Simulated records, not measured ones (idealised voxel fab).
The name of this process module is voxel trench capacitor.
This is section cut - it's 185 nm across, gridded in 5 nm square cells.
Square cells in a grid make up a cross-section in this document, and the grid is given as bands, listed from the top down, each one or more rows of cells.
Band entry format. Leading values: height of top, height of bottom, nm. Remainder: materials in left-to-right order, each with its width in nm. Special words: "all across" on a single material, which then fills the band edge to edge; "blank", empty space.
Zero point of the height axis is 0; under it, received wafer = one material. Lowest band: continues down indefinitely, "from 0 down".
Read "30..40" as a graded width: first number on top, second number at the bottom, same change between each pair of neighbouring rows.
Step marked "same as before"? Then no cell in the cross-section changed in it.
Closed empty spaces (no open way to the top) of 8 cells or more are what "Closed cavity list" lists, each as width x height at distance from the left edge, nm for all three.
Where a step's line continues beyond its settings, the continuation is a remark by the simulator itself on that step.
overlay nm: mask offset rightward from planned place, masked step; negative means leftward offset.

Intended process steps
1,RECEIVE, material Si
2,CONFORMAL_DEP, material SiN, thk nm 5
3,DIRECTIONAL_DEP, material aC, thk nm 15
4,PATTERN, tone open, mask id TRENCH, material resist, width nm 25, pitch nm 40, thk nm 35, overlay nm 0
5,DIRECTIONAL_ETCH, etch materials aC, depth nm 15
6,STRIP, etch materials resist
7,DIRECTIONAL_ETCH, etch materials SiN, depth nm 5
8,DIRECTIONAL_ETCH, etch materials Si, depth nm 30
9,STRIP, etch materials aC
10,CONFORMAL_DEP, material HfO2, thk nm 5
11,CONFORMAL_DEP, material TiN, thk nm 5
12,FILL_DEP, material W, thk nm 10
13,CMP, height nm 5

Wafer as received: cross-section following step 1
from 0 down = Si all across
Closed cavity list: none

One mistake in running the module, otherwise start and plan as above: cross-section at the end
from 5 to 0 = SiN: 45; HfO2: 5; TiN: 5; HfO2: 5; SiN: 25; HfO2: 5; TiN: 5; HfO2: 5; SiN: 25; HfO2: 5; TiN: 5; HfO2: 5; SiN: 45
from 0 to -25 = Si: 45; HfO2: 5; TiN: 5; HfO2: 5; Si: 25; HfO2: 5; TiN: 5; HfO2: 5; Si: 25; HfO2: 5; TiN: 5; HfO2: 5; Si: 45
from -25 to -30 = Si: 45; HfO2: 15; Si: 25; HfO2: 15; Si: 25; HfO2: 15; Si: 45
from -30 down = Si all across
Closed cavity list: none
Against the plan, the run slipped here: step 4, actual vs plan mismatch, actual run PATTERN, tone open, mask id TRENCH, material resist, width nm 15, pitch nm 40, thk nm 35, overlay nm 0
